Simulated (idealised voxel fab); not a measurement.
process module | voxel gate over fins
cross-section cut | 235 nm wide | cells 5 nm
A cross-section is a grid of square cells, given in bands from the top down. A band is one or more rows of cells.
Each band's line starts with the height of the band's top and of its bottom, in nm. Then come its materials from left to right, each with its width in nm. One material with "throughout" fills the band from edge to edge. "air" is empty space.
Height 0 is the level under which the wafer as received is all one material. The lowest band goes on downwards, as in "0 down".
A width such as "30 to 40" changes by the same amount from each row of cells to the next, from the band's top row to its bottom row.
"no change" after a step means that no cell of the cross-section changed.
closed voids: empty space of 8 cells or more with no open way to the top, each as width x height at its distance from the left edge, in nm
after a step's settings: what the simulator itself notes on the step
overlay nm, on a step with a mask: how far to the right of its planned place the mask lay; to the left if negative
plan
1 op RECEIVE | material Si
2 op CONFORMAL_DEP | material SiN | thk nm 10
3 op DIRECTIONAL_DEP | material aC | thk nm 15
4 op PATTERN | tone cover | mask id FINS | material resist | width nm 15 | pitch nm 40 | thk nm 35 | overlay nm 0
5 op DIRECTIONAL_ETCH | etch materials aC | depth nm 15
6 op STRIP | etch materials resist
7 op DIRECTIONAL_ETCH | etch materials SiN | depth nm 10
8 op DIRECTIONAL_ETCH | etch materials Si | depth nm 40
9 op STRIP | etch materials aC
10 op FILL_DEP | material SiO2 | thk nm 5
11 op CMP | height nm 10
12 op SELECTIVE_ETCH | etch materials SiO2 | depth nm 25
13 op STRIP | etch materials SiN
14 op CONFORMAL_DEP | material HfO2 | thk nm 5
15 op CONFORMAL_DEP | material TiN | thk nm 5
16 op CONFORMAL_DEP | material TiAl | thk nm 5
17 op CONFORMAL_DEP | material TiN | thk nm 5
18 op FILL_DEP | material W | thk nm 10
19 op CMP | height nm 25
20 op CONFORMAL_DEP | material SiN | thk nm 10
first wafer, as planned
as received, after step 1
  0 down: Si throughout
  closed voids: none
after step 2
  10 to 0: SiN throughout
  below 0: unchanged
after step 3
  25 to 10: aC throughout
  below 10: unchanged
after step 4
  60 to 25: air 90 | resist 15 | air 25 | resist 15 | air 90
  below 25: unchanged
after step 5
  45 to 25: air 90 | resist 15 | air 25 | resist 15 | air 90
  25 to 10: air 90 | aC 15 | air 25 | aC 15 | air 90
  below 10: unchanged
after step 6
  25 to 10: air 90 | aC 15 | air 25 | aC 15 | air 90
  below 10: unchanged
after step 7
  25 to 10: air 90 | aC 15 | air 25 | aC 15 | air 90
  10 to 0: air 90 | SiN 15 | air 25 | SiN 15 | air 90
  below 0: unchanged
after step 8
  25 to 10: air 90 | aC 15 | air 25 | aC 15 | air 90
  10 to 0: air 90 | SiN 15 | air 25 | SiN 15 | air 90
  0 to -40: air 90 | Si 15 | air 25 | Si 15 | air 90
  below -40: unchanged
after step 9
  10 to 0: air 90 | SiN 15 | air 25 | SiN 15 | air 90
  below 0: unchanged
after step 10
  15 to 10: SiO2 throughout
  10 to 0: SiO2 90 | SiN 15 | SiO2 25 | SiN 15 | SiO2 90
  0 to -40: SiO2 90 | Si 15 | SiO2 25 | Si 15 | SiO2 90
  below -40: unchanged
after step 11
  10 to 0: SiO2 90 | SiN 15 | SiO2 25 | SiN 15 | SiO2 90
  below 0: unchanged
after step 12
  10 to 0: air 90 | SiN 15 | air 25 | SiN 15 | air 90
  0 to -15: air 90 | Si 15 | air 25 | Si 15 | air 90
  below -15: unchanged
after step 13
  0 to -15: air 90 | Si 15 | air 25 | Si 15 | air 90
  below -15: unchanged
after step 14
  5 to 0: air 85 | HfO2 25 | air 15 | HfO2 25 | air 85
  0 to -10: air 85 | HfO2 5 | Si 15 | HfO2 5 | air 15 | HfO2 5 | Si 15 | HfO2 5 | air 85
  -10 to -15: HfO2 90 | Si 15 | HfO2 25 | Si 15 | HfO2 90
  below -15: unchanged
after step 15
  10 to 5: air 80 | TiN 35 | air 5 | TiN 35 | air 80
  5 to 0: air 80 | TiN 5 | HfO2 25 | TiN 5 | air 5 | TiN 5 | HfO2 25 | TiN 5 | air 80
  0 to -5: air 80 | TiN 5 | HfO2 5 | Si 15 | HfO2 5 | TiN 5 | air 5 | TiN 5 | HfO2 5 | Si 15 | HfO2 5 | TiN 5 | air 80
  -5 to -10: TiN 85 | HfO2 5 | Si 15 | HfO2 5 | TiN 15 | HfO2 5 | Si 15 | HfO2 5 | TiN 85
  below -10: unchanged
after step 16
  15 to 10: air 75 | TiAl 85 | air 75
  10 to 5: air 75 | TiAl 5 | TiN 35 | TiAl 5 | TiN 35 | TiAl 5 | air 75
  5 to 0: air 75 | TiAl 5 | TiN 5 | HfO2 25 | TiN 5 | TiAl 5 | TiN 5 | HfO2 25 | TiN 5 | TiAl 5 | air 75
  0 to -5: TiAl 80 | TiN 5 | HfO2 5 | Si 15 | HfO2 5 | TiN 5 | TiAl 5 | TiN 5 | HfO2 5 | Si 15 | HfO2 5 | TiN 5 | TiAl 80
  below -5: unchanged
after step 17
  20 to 15: air 70 | TiN 95 | air 70
  15 to 10: air 70 | TiN 5 | TiAl 85 | TiN 5 | air 70
  10 to 5: air 70 | TiN 5 | TiAl 5 | TiN 35 | TiAl 5 | TiN 35 | TiAl 5 | TiN 5 | air 70
  5 to 0: TiN 75 | TiAl 5 | TiN 5 | HfO2 25 | TiN 5 | TiAl 5 | TiN 5 | HfO2 25 | TiN 5 | TiAl 5 | TiN 75
  below 0: unchanged
after step 18
  30 to 20: W throughout
  20 to 15: W 70 | TiN 95 | W 70
  15 to 10: W 70 | TiN 5 | TiAl 85 | TiN 5 | W 70
  10 to 5: W 70 | TiN 5 | TiAl 5 | TiN 35 | TiAl 5 | TiN 35 | TiAl 5 | TiN 5 | W 70
  below 5: unchanged
after step 19
  25 to 20: W throughout
  below 20: unchanged
after step 20
  35 to 25: SiN throughout
  below 25: unchanged
second wafer: like start, like plan, one mistake. Through step 19 it matches the first wafer
when step 20 should have ended
  40 to 25: SiN throughout
  below 25: unchanged
what went wrong: step 20 ran as: op CONFORMAL_DEP | material SiN | thk nm 15
at the end the second wafer has, in cells: 47 more of SiN
